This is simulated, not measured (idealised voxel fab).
The document below concerns the process module designated voxel air gaps.
The figure presents cross-section cut, which has a width of 185 nm and is divided into square cells with an edge length of 5 nm.
Bands, listed from the top down, are how a cross-section gets written in this document; the cross-section itself is a grid of square cells, and a band is one or more rows of them.
This entry defines a band. It first specifies the height of the band's top and the height of its bottom in nm, and then specifies the band's materials from left to right, stating each material with its width in nm. The word "all across" identifies a single material that fills the band from edge to edge, while the word "empty" identifies empty space.
Counting heights begins at 0, where everything beneath is, in the wafer as received, one material. The lowest band has no bottom; it goes on downwards, as "from 0 down" shows.
It should be noted that a width expressed as "30..40" varies in equal increments from row to row of cells within the band, taking the value of the first number at the top row and that of the second number at the bottom row.
Step marked "no alterations made"? Then no cell in the cross-section changed in it.
Look at "Sealed void listing" for the closed voids: empty spaces with no open path to the top, sized 8 cells or up. Each is width x height at distance, distance from the left edge, all nm.
On a step's line, text after the settings is the simulator commenting on that step.
"overlay nm" denotes, for a step that has a mask, the displacement of the mask to the right of its planned place, with negative values corresponding to the left.

Process steps - plan:
1: RECEIVE with material Si
2: CONFORMAL_DEP with material SiO2, thk nm 15
3: CONFORMAL_DEP with material SiN, thk nm 5
4: DIRECTIONAL_DEP with material SiO2, thk nm 40
5: PATTERN with tone open, mask id LINES, material resist, width nm 25, pitch nm 50, thk nm 15, overlay nm 0
6: DIRECTIONAL_ETCH with etch materials SiO2, depth nm 40
7: STRIP with etch materials resist
8: CONFORMAL_DEP with material TiN, thk nm 5
9: FILL_DEP with material W, thk nm 10
10: CMP with height nm 60
11: EPI with material Ru, thk nm 10
12: SELECTIVE_ETCH with etch materials SiO2, depth nm 50
13: CONFORMAL_DEP with material SiCN, thk nm 5

First of two wafers, processed according to plan:

Cross-sectional view of the wafer in its as-received condition, corresponding to the state after step 1:
    from 0 down = Si all across
    Sealed void listing: none

So this is the wafer cross-section right after step 2:
    from 15 to 0 = SiO2 all across
    Beneath the level 0, the cross-section is identical to its previous state.

So this is the wafer cross-section right after step 3:
    from 20 to 15 = SiN all across
    Beneath the level 15, the cross-section is identical to its previous state.

So this is the wafer cross-section right after step 4:
    from 60 to 20 = SiO2 all across
    Beneath the level 20, the cross-section is identical to its previous state.

So this is the wafer cross-section right after step 5:
    from 75 to 60 = 30 of resist  25 of empty  25 of resist  25 of empty  25 of resist  25 of empty  30 of resist
    Beneath the level 60, the cross-section is identical to its previous state.

So this is the wafer cross-section right after step 6:
    from 75 to 60 = 30 of resist  25 of empty  25 of resist  25 of empty  25 of resist  25 of empty  30 of resist
    from 60 to 20 = 30 of SiO2  25 of empty  25 of SiO2  25 of empty  25 of SiO2  25 of empty  30 of SiO2
    Beneath the level 20, the cross-section is identical to its previous state.

So this is the wafer cross-section right after step 7:
    from 60 to 20 = 30 of SiO2  25 of empty  25 of SiO2  25 of empty  25 of SiO2  25 of empty  30 of SiO2
    Beneath the level 20, the cross-section is identical to its previous state.

So this is the wafer cross-section right after step 8:
    from 65 to 60 = 35 of TiN  15 of empty  35 of TiN  15 of empty  35 of TiN  15 of empty  35 of TiN
    from 60 to 25 = 30 of SiO2  5 of TiN  15 of empty  5 of TiN  25 of SiO2  5 of TiN  15 of empty  5 of TiN  25 of SiO2  5 of TiN  15 of empty  5 of TiN  30 of SiO2
    from 25 to 20 = 30 of SiO2  25 of TiN  25 of SiO2  25 of TiN  25 of SiO2  25 of TiN  30 of SiO2
    Beneath the level 20, the cross-section is identical to its previous state.

So this is the wafer cross-section right after step 9:
    from 75 to 65 = W all across
    from 65 to 60 = 35 of TiN  15 of W  35 of TiN  15 of W  35 of TiN  15 of W  35 of TiN
    from 60 to 25 = 30 of SiO2  5 of TiN  15 of W  5 of TiN  25 of SiO2  5 of TiN  15 of W  5 of TiN  25 of SiO2  5 of TiN  15 of W  5 of TiN  30 of SiO2
    Beneath the level 25, the cross-section is identical to its previous state.

So this is the wafer cross-section right after step 10:
    from 60 to 25 = 30 of SiO2  5 of TiN  15 of W  5 of TiN  25 of SiO2  5 of TiN  15 of W  5 of TiN  25 of SiO2  5 of TiN  15 of W  5 of TiN  30 of SiO2
    Beneath the level 25, the cross-section is identical to its previous state.

So this is the wafer cross-section right after step 11:
    from 70 to 60 = 20 of empty  45 of Ru  5 of empty  45 of Ru  5 of empty  45 of Ru  20 of empty
    Beneath the level 60, the cross-section is identical to its previous state.

So this is the wafer cross-section right after step 12:
    from 70 to 60 = 20 of empty  45 of Ru  5 of empty  45 of Ru  5 of empty  45 of Ru  20 of empty
    from 60 to 25 = 30 of empty  5 of TiN  15 of W  5 of TiN  25 of empty  5 of TiN  15 of W  5 of TiN  25 of empty  5 of TiN  15 of W  5 of TiN  30 of empty
    from 25 to 20 = 30 of empty  25 of TiN  25 of empty  25 of TiN  25 of empty  25 of TiN  30 of empty
    Beneath the level 20, the cross-section is identical to its previous state.

So this is the wafer cross-section right after step 13:
    from 75 to 70 = 15 of empty  155 of SiCN  15 of empty
    from 70 to 60 = 15 of empty  5 of SiCN  45 of Ru  5 of SiCN  45 of Ru  5 of SiCN  45 of Ru  5 of SiCN  15 of empty
    from 60 to 55 = 15 of empty  15 of SiCN  5 of TiN  15 of W  5 of TiN  25 of SiCN  5 of TiN  15 of W  5 of TiN  25 of SiCN  5 of TiN  15 of W  5 of TiN  15 of SiCN  15 of empty
    from 55 to 25 = 25 of empty  5 of SiCN  5 of TiN  15 of W  5 of TiN  5 of SiCN  15 of empty  5 of SiCN  5 of TiN  15 of W  5 of TiN  5 of SiCN  15 of empty  5 of SiCN  5 of TiN  15 of W  5 of TiN  5 of SiCN  25 of empty
    from 25 to 20 = 30 of SiCN  25 of TiN  25 of SiCN  25 of TiN  25 of SiCN  25 of TiN  30 of SiCN
    Beneath the level 20, the cross-section is identical to its previous state.
    Sealed void listing: 15 x 30 at 60; 15 x 30 at 110

What follows concerns the second wafer, which started out like the first and was meant to follow the very same plan; one mistake crept in when it was run, but everything up to and including step 2 is the same as for the first wafer:

Cross-section of the second wafer at the time by which step 3 should have been completed according to the plan: no alterations made

Cross-section of the second wafer at the time by which step 4 should have been completed according to the plan:
    from 55 to 0 = SiO2 all across
    Beneath the level 0, the cross-section is identical to its previous state.

Cross-section of the second wafer at the time by which step 5 should have been completed according to the plan:
    from 70 to 55 = 30 of resist  25 of empty  25 of resist  25 of empty  25 of resist  25 of empty  30 of resist
    Beneath the level 55, the cross-section is identical to its previous state.

Cross-section of the second wafer at the time by which step 6 should have been completed according to the plan:
    from 70 to 55 = 30 of resist  25 of empty  25 of resist  25 of empty  25 of resist  25 of empty  30 of resist
    from 55 to 15 = 30 of SiO2  25 of empty  25 of SiO2  25 of empty  25 of SiO2  25 of empty  30 of SiO2
    Beneath the level 15, the cross-section is identical to its previous state.

Cross-section of the second wafer at the time by which step 7 should have been completed according to the plan:
    from 55 to 15 = 30 of SiO2  25 of empty  25 of SiO2  25 of empty  25 of SiO2  25 of empty  30 of SiO2
    Beneath the level 15, the cross-section is identical to its previous state.

Cross-section of the second wafer at the time by which step 8 should have been completed according to the plan:
    from 60 to 55 = 35 of TiN  15 of empty  35 of TiN  15 of empty  35 of TiN  15 of empty  35 of TiN
    from 55 to 20 = 30 of SiO2  5 of TiN  15 of empty  5 of TiN  25 of SiO2  5 of TiN  15 of empty  5 of TiN  25 of SiO2  5 of TiN  15 of empty  5 of TiN  30 of SiO2
    from 20 to 15 = 30 of SiO2  25 of TiN  25 of SiO2  25 of TiN  25 of SiO2  25 of TiN  30 of SiO2
    Beneath the level 15, the cross-section is identical to its previous state.

Cross-section of the second wafer at the time by which step 9 should have been completed according to the plan:
    from 70 to 60 = W all across
    from 60 to 55 = 35 of TiN  15 of W  35 of TiN  15 of W  35 of TiN  15 of W  35 of TiN
    from 55 to 20 = 30 of SiO2  5 of TiN  15 of W  5 of TiN  25 of SiO2  5 of TiN  15 of W  5 of TiN  25 of SiO2  5 of TiN  15 of W  5 of TiN  30 of SiO2
    Beneath the level 20, the cross-section is identical to its previous state.

Cross-section of the second wafer at the time by which step 10 should have been completed according to the plan:
    from 60 to 55 = 35 of TiN  15 of W  35 of TiN  15 of W  35 of TiN  15 of W  35 of TiN
    Beneath the level 55, the cross-section is identical to its previous state.

Cross-section of the second wafer at the time by which step 11 should have been completed according to the plan:
    from 70 to 60 = Ru all across
    Beneath the level 60, the cross-section is identical to its previous state.

Cross-section of the second wafer at the time by which step 12 should have been completed according to the plan: no alterations made

Cross-section of the second wafer at the time by which step 13 should have been completed according to the plan:
    from 75 to 70 = SiCN all across
    Beneath the level 70, the cross-section is identical to its previous state.
Processing error: no execution of plan step 3; skipped
Looking at both finished wafers in cells, the second ends up ahead of or behind the first on some materials: Ru +20 | SiCN -76 | SiN -37 | SiO2 +176 | TiN +28 | W +9
Closed voids, final: 2 / 0 (first wafer / second wafer).
